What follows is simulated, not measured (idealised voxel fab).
process module | voxel ribs on slabs
cross-section cut | 200 nm wide | cells 5 nm
A cross-section is a grid of square cells, given in bands from the top down. A band is one or more rows of cells.
Each band's line starts with the height of the band's top and of its bottom, in nm. Then come its materials from left to right, each with its width in nm. One material with "throughout" fills the band from edge to edge. "air" is empty space.
Height 0 is the level under which the wafer as received is all one material. The lowest band goes on downwards, as in "0 down".
A width such as "30 to 40" changes by the same amount from each row of cells to the next, from the band's top row to its bottom row.
"no change" after a step means that no cell of the cross-section changed.
closed voids: empty space of 8 cells or more with no open way to the top, each as width x height at its distance from the left edge, in nm
after a step's settings: what the simulator itself notes on the step
overlay nm, on a step with a mask: how far to the right of its planned place the mask lay; to the left if negative
plan
1 op RECEIVE | material Si
2 op DIRECTIONAL_DEP | material SiO2 | thk nm 20
3 op DIRECTIONAL_DEP | material SiN | thk nm 25
4 op PATTERN | tone cover | mask id RIB | material resist | width nm 20 | thk nm 20 | overlay nm 0
5 op DIRECTIONAL_ETCH | etch materials SiN | depth nm 5
6 op STRIP | etch materials resist
7 op PATTERN | tone cover | mask id SLAB | material resist | width nm 80 | thk nm 15 | overlay nm 0
8 op DIRECTIONAL_ETCH | etch materials SiN | depth nm 20
9 op STRIP | etch materials resist
10 op FILL_DEP | material SiO2 | thk nm 30
11 op CMP | height nm 65
12 op DIRECTIONAL_DEP | material W | thk nm 10
13 op MASKED_ETCH | tone cover | mask id HEATER | width nm 30 | etch materials W | depth nm 10 | overlay nm 0
14 op CONFORMAL_DEP | material SiO2 | thk nm 10
as received, after step 1
  0 down: Si throughout
  closed voids: none
a wafer at the end: this start, this plan, one mistake
  85 to 75: SiO2 95 | air 10 | SiO2 95
  75 to 65: W 85 | SiO2 30 | W 85
  65 to 45: SiO2 throughout
  45 to 40: SiO2 90 | SiN 20 | SiO2 90
  40 to 20: SiO2 60 | SiN 80 | SiO2 60
  20 to 0: SiO2 throughout
  0 down: Si throughout
  closed voids: none
what went wrong: step 13 ran as: op MASKED_ETCH | tone open | mask id HEATER | width nm 30 | etch materials W | depth nm 10 | overlay nm 0
